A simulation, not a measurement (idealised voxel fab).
Title: Process Module voxel transistor to metal
Square cells of 5 nm make up the cross-section cut, whose width is 270 nm.
Cross-sections here: square-cell grids, written as top-down lists of bands, a band being one or more rows of cells.
Band: top height; bottom height; in nm. Then, left to right: material with width in nm, for each material. "all across": a single material spanning edge to edge. "empty": empty space.
Zero point of the height axis is 0; under it, received wafer = one material. Lowest band: continues down indefinitely, "0 and below".
The expression "30 to 40" gives the width at the extremes of the band, the first number at its top row of cells and the second at its bottom row, with the width changing by equal amounts from each row to the next in between.
No cell of the cross-section changed in a step that is given as "same as before".
Entrapped void list: empty space of 8 cells or more with no open way to the top, each as width x height at its distance from the left edge, in nm
Note: text after step settings on the step line = simulator remark on that step.
Each step line may optionally specify "overlay nm", which for a step with a mask gives the rightward distance between the mask's planned place and where it lay, a negative value indicating the leftward direction.
# Process steps foreseen in the plan
1) RECEIVE [material Si]
2) CONFORMAL_DEP [material SiO2] [thk nm 5]
3) CONFORMAL_DEP [material SiN] [thk nm 10]
4) MASKED_ETCH [tone cover] [mask id ACTIVE] [width nm 100] [pitch nm 130] [etch materials SiN] [depth nm 10] [overlay nm 0]
5) MASKED_ETCH [tone cover] [mask id ACTIVE] [width nm 100] [pitch nm 130] [etch materials SiO2] [depth nm 5] [overlay nm 0]
6) MASKED_ETCH [tone cover] [mask id ACTIVE] [width nm 100] [pitch nm 130] [etch materials Si] [depth nm 25] [overlay nm 0]
7) OXIDIZE [depth nm 5]
8) FILL_DEP [material SiO2] [thk nm 10]
9) CMP [height nm 15]
10) SELECTIVE_ETCH [etch materials SiO2] [depth nm 5]
11) STRIP [etch materials SiN]
12) SELECTIVE_ETCH [etch materials SiO2] [depth nm 5]
13) OXIDIZE [depth nm 5]
14) DIRECTIONAL_DEP [material polySi] [thk nm 30]
15) DIRECTIONAL_DEP [material SiCN] [thk nm 10]
16) DIRECTIONAL_DEP [material aC] [thk nm 15]
17) PATTERN [tone cover] [mask id GATE] [material resist] [width nm 30] [pitch nm 130] [thk nm 30] [overlay nm 0]
18) DIRECTIONAL_ETCH [etch materials aC] [depth nm 15]
19) STRIP [etch materials resist]
20) DIRECTIONAL_ETCH [etch materials SiCN] [depth nm 20]
21) DIRECTIONAL_ETCH [etch materials polySi] [depth nm 40]
22) STRIP [etch materials aC]
23) CONFORMAL_DEP [material SiN] [thk nm 10]
24) DIRECTIONAL_ETCH [etch materials SiN] [depth nm 10]
25) DIRECTIONAL_ETCH [etch materials SiO2] [depth nm 5]
26) DIRECTIONAL_ETCH [etch materials Si] [depth nm 10]
27) EPI [material pSi] [thk nm 10]
28) FILL_DEP [material SiO2] [thk nm 10]
29) CMP [height nm 30]
30) STRIP [etch materials polySi]
31) SELECTIVE_ETCH [etch materials SiO2] [depth nm 5]
32) CONFORMAL_DEP [material HfO2] [thk nm 5]
33) CONFORMAL_DEP [material TiN] [thk nm 5]
34) FILL_DEP [material W] [thk nm 5]
35) CMP [height nm 25]
36) DIRECTIONAL_DEP [material SiO2] [thk nm 15]
37) PATTERN [tone open] [mask id CONTACT] [material resist] [width nm 15] [thk nm 20] [overlay nm 0]
38) DIRECTIONAL_ETCH [etch materials SiO2] [depth nm 45]
39) STRIP [etch materials resist]
40) CONFORMAL_DEP [material TiN] [thk nm 5]
41) FILL_DEP [material Ru] [thk nm 5]
42) CMP [height nm 40]
43) CONFORMAL_DEP [material SiCN] [thk nm 5]
44) DIRECTIONAL_DEP [material lowk] [thk nm 15]
45) MASKED_ETCH [tone open] [mask id METAL_1] [width nm 15] [etch materials lowk] [depth nm 15] [overlay nm 0]
46) MASKED_ETCH [tone open] [mask id METAL_1] [width nm 15] [etch materials SiCN] [depth nm 5] [overlay nm 0]
47) CONFORMAL_DEP [material TiN] [thk nm 5]
48) FILL_DEP [material Cu] [thk nm 5]
49) CMP [height nm 60]
50) CONFORMAL_DEP [material SiCN] [thk nm 5]
51) DIRECTIONAL_DEP [material SiO2] [thk nm 35]
52) PATTERN [tone open] [mask id METAL_2] [material resist] [width nm 15] [pitch nm 130] [thk nm 15] [overlay nm 0]
53) DIRECTIONAL_ETCH [etch materials SiO2] [depth nm 20]
54) STRIP [etch materials resist]
55) DIRECTIONAL_DEP [material aC] [thk nm 10]
56) PATTERN [tone open] [mask id METAL_2_HOLES] [material resist] [width nm 15] [pitch nm 130] [thk nm 30] [overlay nm 0]
57) DIRECTIONAL_ETCH [etch materials aC] [depth nm 10]
58) STRIP [etch materials resist]
59) DIRECTIONAL_ETCH [etch materials SiO2] [depth nm 15]
60) DIRECTIONAL_ETCH [etch materials SiCN] [depth nm 5]
61) STRIP [etch materials aC]
62) CONFORMAL_DEP [material TiN] [thk nm 5]
63) FILL_DEP [material Ru] [thk nm 5]
64) CMP [height nm 100]
65) CONFORMAL_DEP [material SiN] [thk nm 5]
# Cross-section: wafer on arrival = after step 1
> 0 and below: Si all across
> Entrapped void list: none
# End-of-module XS, first of two wafers, run as planned
> 105 down to 100: SiN all across
> 100 down to 65: SiO2 25, TiN 5, Ru 5, TiN 5, SiO2 115, TiN 5, Ru 5, TiN 5, SiO2 100
> 65 down to 60: SiCN 25, TiN 15, SiCN 115, TiN 15, SiCN 100
> 60 down to 45: lowk 25, TiN 5, Cu 5, TiN 5, lowk 60, TiN 5, Cu 5, TiN 5, lowk 40, TiN 5, Cu 5, TiN 5, lowk 60, TiN 5, Cu 5, TiN 5, lowk 25
> 45 down to 40: SiCN 25, TiN 15, SiCN 60, TiN 15, SiCN 40, TiN 15, SiCN 60, TiN 15, SiCN 25
> 40 down to 25: SiO2 25, TiN 5, Ru 5, TiN 5, SiO2 60, TiN 5, Ru 5, TiN 5, SiO2 40, TiN 5, Ru 5, TiN 5, SiO2 60, TiN 5, Ru 5, TiN 5, SiO2 25
> 25 down to 10: SiO2 25, TiN 5, Ru 5, TiN 5, SiO2 5, SiN 10, HfO2 5, TiN 5, W 10, TiN 5, HfO2 5, SiN 10, SiO2 5, TiN 5, Ru 5, TiN 5, SiO2 40, TiN 5, Ru 5, TiN 5, SiO2 5, SiN 10, HfO2 5, TiN 5, W 10, TiN 5, HfO2 5, SiN 10, SiO2 5, TiN 5, Ru 5, TiN 5, SiO2 25
> 10 down to 5: SiO2 25, TiN 15, SiO2 5, SiN 10, HfO2 5, TiN 5, W 10, TiN 5, HfO2 5, SiN 10, SiO2 5, TiN 15, SiO2 40, TiN 15, SiO2 5, SiN 10, HfO2 5, TiN 5, W 10, TiN 5, HfO2 5, SiN 10, SiO2 5, TiN 15, SiO2 25
> 5 down to 0: SiO2 15, SiN 10, TiN 10, pSi 10, SiN 10, HfO2 5, TiN 20, HfO2 5, SiN 10, pSi 10, TiN 10, SiN 10, SiO2 20, SiN 10, TiN 10, pSi 10, SiN 10, HfO2 5, TiN 20, HfO2 5, SiN 10, pSi 10, TiN 10, SiN 10, SiO2 15
> 0 down to -5: SiO2 25, TiN 10, pSi 10, SiO2 5, HfO2 40, SiO2 5, pSi 10, TiN 10, SiO2 40, TiN 10, pSi 10, SiO2 5, HfO2 40, SiO2 5, pSi 10, TiN 10, SiO2 25
> -5 down to -15: SiO2 25, pSi 20, Si 50, pSi 20, SiO2 40, pSi 20, Si 50, pSi 20, SiO2 25
> -15 down to -30: SiO2 25, Si 90, SiO2 40, Si 90, SiO2 25
> -30 and below: Si all across
> Entrapped void list: none
# second wafer at the end: like start, like plan, one mistake
> 105 down to 100: SiN all across
> 100 down to 65: SiO2 25, TiN 5, Ru 5, TiN 5, SiO2 115, TiN 5, Ru 5, TiN 5, SiO2 100
> 65 down to 60: SiCN 25, TiN 15, SiCN 115, TiN 15, SiCN 100
> 60 down to 45: lowk 25, TiN 5, Cu 5, TiN 5, lowk 60, TiN 5, Cu 5, TiN 5, lowk 40, TiN 5, Cu 5, TiN 5, lowk 60, TiN 5, Cu 5, TiN 5, lowk 25
> 45 down to 40: SiCN 25, TiN 15, SiCN 60, TiN 15, SiCN 40, TiN 15, SiCN 60, TiN 15, SiCN 25
> 40 down to 25: SiO2 20, TiN 5, Ru 5, TiN 5, SiO2 60, TiN 5, Ru 5, TiN 5, SiO2 40, TiN 5, Ru 5, TiN 5, SiO2 60, TiN 5, Ru 5, TiN 5, SiO2 30
> 25 down to 10: SiO2 20, TiN 5, Ru 5, TiN 5, SiO2 10, SiN 10, HfO2 5, TiN 5, W 10, TiN 5, HfO2 5, SiN 10, TiN 5, Ru 5, TiN 5, SiO2 40, TiN 5, Ru 5, TiN 5, SiO2 10, SiN 10, HfO2 5, TiN 5, W 10, TiN 5, HfO2 5, SiN 10, TiN 5, Ru 5, TiN 5, SiO2 30
> 10 down to 5: SiO2 20, TiN 15, SiO2 10, SiN 10, HfO2 5, TiN 5, W 10, TiN 5, HfO2 5, SiN 10, TiN 15, SiO2 40, TiN 15, SiO2 10, SiN 10, HfO2 5, TiN 5, W 10, TiN 5, HfO2 5, SiN 10, TiN 15, SiO2 30
> 5 down to 0: SiO2 15, SiN 10, TiN 10, pSi 10, SiN 10, HfO2 5, TiN 20, HfO2 5, SiN 10, pSi 10, TiN 5, SiO2 5, SiN 10, SiO2 20, SiN 10, TiN 10, pSi 10, SiN 10, HfO2 5, TiN 20, HfO2 5, SiN 10, pSi 10, TiN 5, SiO2 5, SiN 10, SiO2 15
> 0 down to -5: SiO2 25, TiN 10, pSi 10, SiO2 5, HfO2 40, SiO2 5, pSi 10, TiN 5, SiO2 45, TiN 10, pSi 10, SiO2 5, HfO2 40, SiO2 5, pSi 10, TiN 5, SiO2 30
> -5 down to -15: SiO2 25, pSi 20, Si 50, pSi 20, SiO2 40, pSi 20, Si 50, pSi 20, SiO2 25
> -15 down to -30: SiO2 25, Si 90, SiO2 40, Si 90, SiO2 25
> -30 and below: Si all across
> Entrapped void list: none
Misprocessing identified: step 37 ran as: PATTERN [tone open] [mask id CONTACT] [material resist] [width nm 15] [thk nm 20] [overlay nm -5]
Final wafer comparison in cells, second versus first, more or fewer per material: +4 SiO2; -4 TiN
